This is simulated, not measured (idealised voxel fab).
This section sets out a process module, namely voxel wiring stack.
240 nm wide, 5 nm square cells: that's cross-section cut.
Square cells in a grid make up a cross-section in this document, and the grid is given as bands, listed from the top down, each one or more rows of cells.
Read a band's entry like this: the first values are the height of its top and the height of its bottom in nm, and what follows is the sequence of materials from left to right, each with its width in nm. Note that "empty" is empty space, and that a single material marked "everywhere" reaches across the band from edge to edge.
Height reference: 0 = level under which incoming wafer is all one material. Lowest band: no bottom, runs on downward, e.g. "z 0 and below".
The two numbers in a width such as "30->40" mark its ends across the band: the first belongs to the top row of cells, the second to the bottom row, and from each row to the next the width moves by the same amount.
Take "identical to before" at face value: in the step it is given for, the cross-section changed in none of its cells.
Basically, "Closed void table" tells you about the enclosed voids: empty spaces with no open way to the top, 8 cells or bigger, each written width x height at distance, where distance is from the left edge, all in nm.
Note: text after step settings on the step line = simulator remark on that step.
For masked steps, "overlay nm" on the step line gives how far right of plan the mask actually lay; a minus sign means it lay to the left.
**The following list gives the planned process steps**
1. RECEIVE with material Si
2. CONFORMAL_DEP with material SiO2, thk nm 10
3. DIRECTIONAL_DEP with material TiN, thk nm 5
4. DIRECTIONAL_DEP with material W, thk nm 25
5. MASKED_ETCH with tone cover, mask id METAL_1, width nm 20, pitch nm 40, etch materials W, depth nm 25, overlay nm 0
6. MASKED_ETCH with tone cover, mask id METAL_1, width nm 20, pitch nm 40, etch materials TiN, depth nm 5, overlay nm 0
7. FILL_DEP with material lowk, thk nm 5
8. CMP with height nm 40
9. CONFORMAL_DEP with material SiCN, thk nm 5
10. DIRECTIONAL_DEP with material lowk, thk nm 10
11. MASKED_ETCH with tone open, mask id PLUG_1, width nm 15, pitch nm 40, etch materials lowk, depth nm 10, overlay nm 0
12. MASKED_ETCH with tone open, mask id PLUG_1, width nm 15, pitch nm 40, etch materials SiCN, depth nm 5, overlay nm 0
13. EPI with material Ru, thk nm 10
14. EPI with material Ru, thk nm 5
15. CONFORMAL_DEP with material SiCN, thk nm 5
16. DIRECTIONAL_DEP with material lowk, thk nm 15
17. PATTERN with tone open, mask id METAL_2, material resist, width nm 20, pitch nm 40, thk nm 15, overlay nm 0
18. DIRECTIONAL_ETCH with etch materials lowk, depth nm 15
19. DIRECTIONAL_ETCH with etch materials SiCN, depth nm 5
20. STRIP with etch materials resist
21. CONFORMAL_DEP with material TiN, thk nm 5
22. FILL_DEP with material Cu, thk nm 10
23. CMP with height nm 75
24. EPI with material Ru, thk nm 5
25. FILL_DEP with material SiCN, thk nm 5
26. DIRECTIONAL_DEP with material lowk, thk nm 20
27. MASKED_ETCH with tone open, mask id PLUG_2, width nm 15, pitch nm 80, etch materials lowk, depth nm 20, overlay nm 0
28. MASKED_ETCH with tone open, mask id PLUG_2, width nm 15, pitch nm 80, etch materials SiCN, depth nm 5, overlay nm 0
29. EPI with material Ru, thk nm 10
30. EPI with material Ru, thk nm 10
31. EPI with material Ru, thk nm 5
32. CONFORMAL_DEP with material SiCN, thk nm 5
33. DIRECTIONAL_DEP with material lowk, thk nm 25
34. PATTERN with tone open, mask id METAL_3, material resist, width nm 20, pitch nm 40, thk nm 20, overlay nm 0
35. DIRECTIONAL_ETCH with etch materials lowk, depth nm 25
36. DIRECTIONAL_ETCH with etch materials SiCN, depth nm 5
37. STRIP with etch materials resist
38. CONFORMAL_DEP with material TiN, thk nm 5
39. FILL_DEP with material Ru, thk nm 10
40. CMP with height nm 135
41. CONFORMAL_DEP with material SiCN, thk nm 5
**Wafer cross-section on receipt, i.e. after step 1**
* z 0 and below = Si everywhere
* Closed void table: none
**Run as planned - first of the two wafers cross-sectioned at the end of the module**
* z 140 to 135 = SiCN everywhere
* z 135 to 110 = 50 lowk  5 TiN  10 Ru  5 TiN  20 lowk  5 TiN  10 Ru  5 TiN  20 lowk  5 TiN  10 Ru  5 TiN  20 lowk  5 TiN  10 Ru  5 TiN  50 lowk
* z 110 to 105 = 50 SiCN  20 TiN  20 SiCN  20 TiN  20 SiCN  20 TiN  20 SiCN  20 TiN  50 SiCN
* z 105 to 85 = 50 lowk  15 Ru  65 lowk  15 Ru  95 lowk
* z 85 to 80 = 50 SiCN  15 Ru  65 SiCN  15 Ru  95 SiCN
* z 80 to 75 = 45 SiCN  30 Ru  10 SiCN  30 Ru  10 SiCN  30 Ru  10 SiCN  30 Ru  45 SiCN
* z 75 to 60 = 50 lowk  5 TiN  10 Cu  5 TiN  20 lowk  5 TiN  10 Cu  5 TiN  20 lowk  5 TiN  10 Cu  5 TiN  20 lowk  5 TiN  10 Cu  5 TiN  50 lowk
* z 60 to 55 = 50 SiCN  20 TiN  20 SiCN  20 TiN  20 SiCN  20 TiN  20 SiCN  20 TiN  50 SiCN
* z 55 to 45 = 50 lowk  15 Ru  25 lowk  15 Ru  25 lowk  15 Ru  25 lowk  15 Ru  55 lowk
* z 45 to 40 = 50 SiCN  15 Ru  25 SiCN  15 Ru  25 SiCN  15 Ru  25 SiCN  15 Ru  55 SiCN
* z 40 to 15 = 50 lowk  20 W  20 lowk  20 W  20 lowk  20 W  20 lowk  20 W  50 lowk
* z 15 to 10 = 50 lowk  20 TiN  20 lowk  20 TiN  20 lowk  20 TiN  20 lowk  20 TiN  50 lowk
* z 10 to 0 = SiO2 everywhere
* z 0 and below = Si everywhere
* Closed void table: none
**Wafer two, sectioned after the module: the first wafer's start, the first wafer's plan, and one mistake in how it was run**
* z 140 to 135 = SiCN everywhere
* z 135 to 110 = 50 lowk  5 TiN  10 Ru  5 TiN  20 lowk  5 TiN  10 Ru  5 TiN  20 lowk  5 TiN  10 Ru  5 TiN  20 lowk  5 TiN  10 Ru  5 TiN  50 lowk
* z 110 to 105 = 50 SiCN  20 TiN  20 SiCN  20 TiN  20 SiCN  20 TiN  20 SiCN  20 TiN  50 SiCN
* z 105 to 85 = 50 lowk  15 Ru  65 lowk  15 Ru  95 lowk
* z 85 to 80 = 50 SiCN  15 Ru  65 SiCN  15 Ru  95 SiCN
* z 80 to 75 = 55 SiCN  30 Ru  10 SiCN  30 Ru  10 SiCN  30 Ru  10 SiCN  30 Ru  35 SiCN
* z 75 to 60 = 60 lowk  5 TiN  10 Cu  5 TiN  20 lowk  5 TiN  10 Cu  5 TiN  20 lowk  5 TiN  10 Cu  5 TiN  20 lowk  5 TiN  10 Cu  5 TiN  40 lowk
* z 60 to 55 = 60 SiCN  20 TiN  20 SiCN  20 TiN  20 SiCN  20 TiN  20 SiCN  20 TiN  40 SiCN
* z 55 to 45 = 50 lowk  15 Ru  25 lowk  15 Ru  25 lowk  15 Ru  25 lowk  15 Ru  55 lowk
* z 45 to 40 = 50 SiCN  15 Ru  25 SiCN  15 Ru  25 SiCN  15 Ru  25 SiCN  15 Ru  55 SiCN
* z 40 to 15 = 50 lowk  20 W  20 lowk  20 W  20 lowk  20 W  20 lowk  20 W  50 lowk
* z 15 to 10 = 50 lowk  20 TiN  20 lowk  20 TiN  20 lowk  20 TiN  20 lowk  20 TiN  50 lowk
* z 10 to 0 = SiO2 everywhere
* z 0 and below = Si everywhere
* Closed void table: none
Processing error: contrary to plan, step 17 was performed as PATTERN with tone open, mask id METAL_2, material resist, width nm 20, pitch nm 40, thk nm 15, overlay nm 10
Final wafers compared: equal cell tally per material, rearranged layout.
